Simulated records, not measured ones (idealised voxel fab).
The process module that follows is named voxel ribs on slabs.
Each square cell in cross-section cut measures 5 nm, and the section as a whole is 240 nm wide.
Cross-sections here: square-cell grids, written as top-down lists of bands, a band being one or more rows of cells.
Look at the band entry: it leads with the top's height and the bottom's height in nm. Then it lists the materials left to right, with a width in nm for each. The word "throughout" on a single material says that material fills the band edge to edge. The word "empty" is empty space.
We count height from 0. Below that, the starting wafer is all one material. The lowest band never ends at the bottom but goes on down; see "0..down" for how that is written.
Think of "30 to 40" as a width that walks from the first number to the second as you go down the band, top row to bottom row, taking equal-sized steps from row to row.
The designation "remained unchanged", where it is given for a processing step, indicates that no cell of the cross-section was altered in the course of that step.
The entry "Sealed-off cavities" lists the empty spaces that cover at least 8 cells and have no open path to the top. Each is written as width x height at distance, where the distance is measured from the left edge and all three values are in nm.
Whatever follows a step's settings on its line is a remark the simulator itself makes about that step.
overlay nm: mask right of planned place by this much (step with mask). Neg. = left.

The planned process steps are enumerated hereunder:
1. RECEIVE,material Si
2. DIRECTIONAL_DEP,material SiO2,thk nm 30
3. DIRECTIONAL_DEP,material SiN,thk nm 20
4. MASKED_ETCH,tone cover,mask id RIB,width nm 25,etch materials SiN,depth nm 5,overlay nm 0
5. PATTERN,tone cover,mask id SLAB,material resist,width nm 65,thk nm 20,overlay nm 0
6. DIRECTIONAL_ETCH,etch materials SiN,depth nm 15
7. STRIP,etch materials resist
8. FILL_DEP,material SiO2,thk nm 15
9. CMP,height nm 60
10. DIRECTIONAL_DEP,material TiN,thk nm 5
11. DIRECTIONAL_DEP,material aC,thk nm 10
12. PATTERN,tone cover,mask id HEATER,material resist,width nm 35,thk nm 25,overlay nm 0
13. DIRECTIONAL_ETCH,etch materials aC,depth nm 10
14. STRIP,etch materials resist
15. DIRECTIONAL_ETCH,etch materials TiN,depth nm 5
16. STRIP,etch materials aC
17. CONFORMAL_DEP,material SiO2,thk nm 10

Cross-sectional view of the wafer in its as-received condition, corresponding to the state after step 1:
    0..down | Si throughout
    Sealed-off cavities: none

Result of the module, cross-sectioned: start per above, plan per above, one error in how it was run:
    75..70 | empty 90 nm; SiO2 55 nm; empty 95 nm
    70..65 | SiO2 throughout
    65..60 | SiO2 100 nm; TiN 35 nm; SiO2 105 nm
    60..50 | SiO2 85 nm; SiN 65 nm; SiO2 90 nm
    50..30 | SiN throughout
    30..0 | SiO2 throughout
    0..down | Si throughout
    Sealed-off cavities: none
Processing error: step 3 in the plan was executed twice
